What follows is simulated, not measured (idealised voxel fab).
process module | voxel transistor to metal
cross-section cut | 185 nm wide | cells 5 nm
A cross-section is a grid of square cells, given in bands from the top down. A band is one or more rows of cells.
Each band's line starts with the height of the band's top and of its bottom, in nm. Then come its materials from left to right, each with its width in nm. One material with "throughout" fills the band from edge to edge. "air" is empty space.
Height 0 is the level under which the wafer as received is all one material. The lowest band goes on downwards, as in "0 down".
A width such as "30 to 40" changes by the same amount from each row of cells to the next, from the band's top row to its bottom row.
"no change" after a step means that no cell of the cross-section changed.
closed voids: empty space of 8 cells or more with no open way to the top, each as width x height at its distance from the left edge, in nm
after a step's settings: what the simulator itself notes on the step
overlay nm, on a step with a mask: how far to the right of its planned place the mask lay; to the left if negative
plan
1 op RECEIVE | material Si
2 op OXIDIZE | depth nm 5
3 op CONFORMAL_DEP | material SiN | thk nm 15
4 op DIRECTIONAL_DEP | material aC | thk nm 10
5 op PATTERN | tone cover | mask id ACTIVE | material resist | width nm 105 | thk nm 30 | overlay nm 0
6 op DIRECTIONAL_ETCH | etch materials aC | depth nm 10
7 op STRIP | etch materials resist
8 op DIRECTIONAL_ETCH | etch materials SiN | depth nm 15
9 op DIRECTIONAL_ETCH | etch materials SiO2 | depth nm 5
10 op DIRECTIONAL_ETCH | etch materials Si | depth nm 35
11 op STRIP | etch materials aC
12 op FILL_DEP | material SiO2 | thk nm 10
13 op CMP | height nm 15
14 op SELECTIVE_ETCH | etch materials SiO2 | depth nm 10
15 op STRIP | etch materials SiN
16 op SELECTIVE_ETCH | etch materials SiO2 | depth nm 5
17 op OXIDIZE | depth nm 5
18 op DIRECTIONAL_DEP | material polySi | thk nm 20
19 op DIRECTIONAL_DEP | material SiCN | thk nm 10
20 op MASKED_ETCH | tone cover | mask id GATE | width nm 25 | etch materials SiCN | depth nm 20 | overlay nm 0
21 op MASKED_ETCH | tone cover | mask id GATE | width nm 25 | etch materials polySi | depth nm 30 | overlay nm 0
22 op CONFORMAL_DEP | material SiN | thk nm 5
23 op DIRECTIONAL_ETCH | etch materials SiN | depth nm 5
24 op DIRECTIONAL_ETCH | etch materials SiO2 | depth nm 5
25 op DIRECTIONAL_ETCH | etch materials Si | depth nm 10
26 op EPI | material pSi | thk nm 10
27 op FILL_DEP | material SiO2 | thk nm 10
28 op CMP | height nm 25
29 op DIRECTIONAL_DEP | material SiO2 | thk nm 10
30 op PATTERN | tone open | mask id CONTACT | material resist | width nm 30 | pitch nm 65 | thk nm 15 | overlay nm 0
31 op DIRECTIONAL_ETCH | etch materials SiO2 | depth nm 45
32 op STRIP | etch materials resist
33 op CONFORMAL_DEP | material TiN | thk nm 5
34 op FILL_DEP | material Ru | thk nm 10
35 op CMP | height nm 35
36 op DIRECTIONAL_DEP | material TiN | thk nm 5
37 op DIRECTIONAL_DEP | material W | thk nm 20
38 op DIRECTIONAL_DEP | material aC | thk nm 15
39 op PATTERN | tone cover | mask id METAL_1 | material resist | width nm 15 | pitch nm 80 | thk nm 35 | overlay nm 0
40 op DIRECTIONAL_ETCH | etch materials aC | depth nm 15
41 op STRIP | etch materials resist
42 op DIRECTIONAL_ETCH | etch materials W | depth nm 20
43 op DIRECTIONAL_ETCH | etch materials TiN | depth nm 5
44 op STRIP | etch materials aC
45 op FILL_DEP | material SiO2 | thk nm 10
46 op CMP | height nm 60
47 op CONFORMAL_DEP | material SiCN | thk nm 5
48 op DIRECTIONAL_DEP | material lowk | thk nm 30
49 op DIRECTIONAL_DEP | material aC | thk nm 10
50 op PATTERN | tone open | mask id METAL_2 | material resist | width nm 15 | pitch nm 80 | thk nm 25 | overlay nm 0
51 op DIRECTIONAL_ETCH | etch materials aC | depth nm 10
52 op STRIP | etch materials resist
53 op DIRECTIONAL_ETCH | etch materials lowk | depth nm 15
54 op STRIP | etch materials aC
55 op DIRECTIONAL_DEP | material aC | thk nm 10
56 op PATTERN | tone open | mask id METAL_2_HOLES | material resist | width nm 15 | pitch nm 80 | thk nm 25 | overlay nm 0
57 op DIRECTIONAL_ETCH | etch materials aC | depth nm 10
58 op STRIP | etch materials resist
59 op DIRECTIONAL_ETCH | etch materials lowk | depth nm 15
60 op DIRECTIONAL_ETCH | etch materials SiCN | depth nm 5
61 op STRIP | etch materials aC
62 op CONFORMAL_DEP | material TiN | thk nm 5
63 op FILL_DEP | material Cu | thk nm 10
64 op CMP | height nm 95
65 op CONFORMAL_DEP | material SiCN | thk nm 5
as received, after step 1
  0 down: Si throughout
  closed voids: none
a wafer at the end: this start, this plan, one mistake
  100 to 95: SiCN throughout
  95 to 65: lowk 45 | polySi 5 | Cu 5 | polySi 5 | lowk 65 | polySi 5 | Cu 5 | polySi 5 | lowk 45
  65 to 60: SiCN 45 | polySi 15 | SiCN 65 | polySi 15 | SiCN 45
  60 to 40: SiO2 45 | W 15 | SiO2 65 | W 15 | SiO2 45
  40 to 35: SiO2 45 | TiN 15 | SiO2 65 | TiN 15 | SiO2 45
  35 to 25: SiO2 45 | TiN 5 | Ru 20 | TiN 5 | SiO2 35 | TiN 5 | Ru 20 | TiN 5 | SiO2 45
  25 to 15: SiO2 45 | TiN 5 | Ru 20 | TiN 5 | SiN 5 | SiCN 25 | SiN 5 | TiN 5 | Ru 20 | TiN 5 | SiO2 45
  15 to 5: SiO2 45 | TiN 5 | Ru 20 | TiN 5 | SiN 5 | polySi 25 | SiN 5 | TiN 5 | Ru 20 | TiN 5 | SiO2 45
  5 to 0: SiO2 45 | TiN 5 | Ru 10 | TiN 15 | SiN 5 | polySi 25 | SiN 5 | TiN 15 | Ru 10 | TiN 5 | SiO2 45
  0 to -5: SiO2 35 | SiN 5 | SiO2 5 | TiN 5 | Ru 10 | TiN 5 | pSi 10 | SiN 5 | polySi 25 | SiN 5 | pSi 10 | TiN 5 | Ru 10 | TiN 5 | SiO2 5 | SiN 5 | SiO2 35
  -5 to -10: SiO2 45 | TiN 20 | pSi 10 | SiO2 35 | pSi 10 | TiN 20 | SiO2 45
  -10 to -20: SiO2 40 | pSi 35 | Si 35 | pSi 35 | SiO2 40
  -20 to -40: SiO2 40 | Si 105 | SiO2 40
  -40 down: Si throughout
  closed voids: none
what went wrong: step 62 ran as: op CONFORMAL_DEP | material polySi | thk nm 5
